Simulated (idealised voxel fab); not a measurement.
Process module name: voxel spacer lines
The cross-section on display is named cut; it measures 265 nm wide, and its cells are 5 nm squares.
Think of the cross-section as a grid of square cells. We describe it in bands, top to bottom, and each band covers one or more rows of those cells. The entry gives the band's vertical extent as a top height and a bottom height in nm, then its horizontal make-up as materials from left to right, each with a width in nm. "empty" stands for empty space; a single material marked "full width" fills the band edge to edge. Counting heights begins at 0, where everything beneath is, in the wafer as received, one material. The lowest band has no bottom; it goes on downwards, as "0..down" shows. It should be noted that a width expressed as "30->40" varies in equal increments from row to row of cells within the band, taking the value of the first number at the top row and that of the second number at the bottom row. Take "nothing different" at face value: in the step it is given for, the cross-section changed in none of its cells. "Sealed voids" specifies each empty space that is not open to the top and that occupies no fewer than 8 cells, using the form width x height at distance, the distance measured from the left edge and all three quantities in nm. Past the settings on a step's line: simulator remark, on that step. "overlay nm", when on a step's line for a step with a mask, measures how far to the right of its planned place the mask lay; a negative measure means to the left.

This section lists the process steps that were planned
step 1: RECEIVE (material Si)
step 2: CONFORMAL_DEP (material Al2O3; thk nm 10)
step 3: DIRECTIONAL_DEP (material W; thk nm 10)
step 4: DIRECTIONAL_DEP (material polySi; thk nm 25)
step 5: PATTERN (tone cover; mask id MANDREL; material resist; width nm 20; pitch nm 70; thk nm 30; overlay nm 0)
step 6: DIRECTIONAL_ETCH (etch materials polySi; depth nm 25)
step 7: STRIP (etch materials resist)
step 8: CONFORMAL_DEP (material SiO2; thk nm 15)
step 9: DIRECTIONAL_ETCH (etch materials SiO2; depth nm 15)
step 10: STRIP (etch materials polySi)
step 11: DIRECTIONAL_ETCH (etch materials W; depth nm 10)
step 12: STRIP (etch materials SiO2)

Incoming wafer, cross-sectional view, post step 1
- 0..down: Si full width
- Sealed voids: none

This is how the wafer looks in cross-section once the module is done, given the starting state and plan above and one mistake in carrying the plan out
- 25..15: empty=70, then W=15, then empty=20, then W=15, then empty=20, then W=15, then empty=20, then W=15, then empty=75
- 15..0: Al2O3 full width
- 0..down: Si full width
- Sealed voids: none
Plan not followed: so step 2 ended up running with a different setting than we planned, it ran as CONFORMAL_DEP (material Al2O3; thk nm 15)
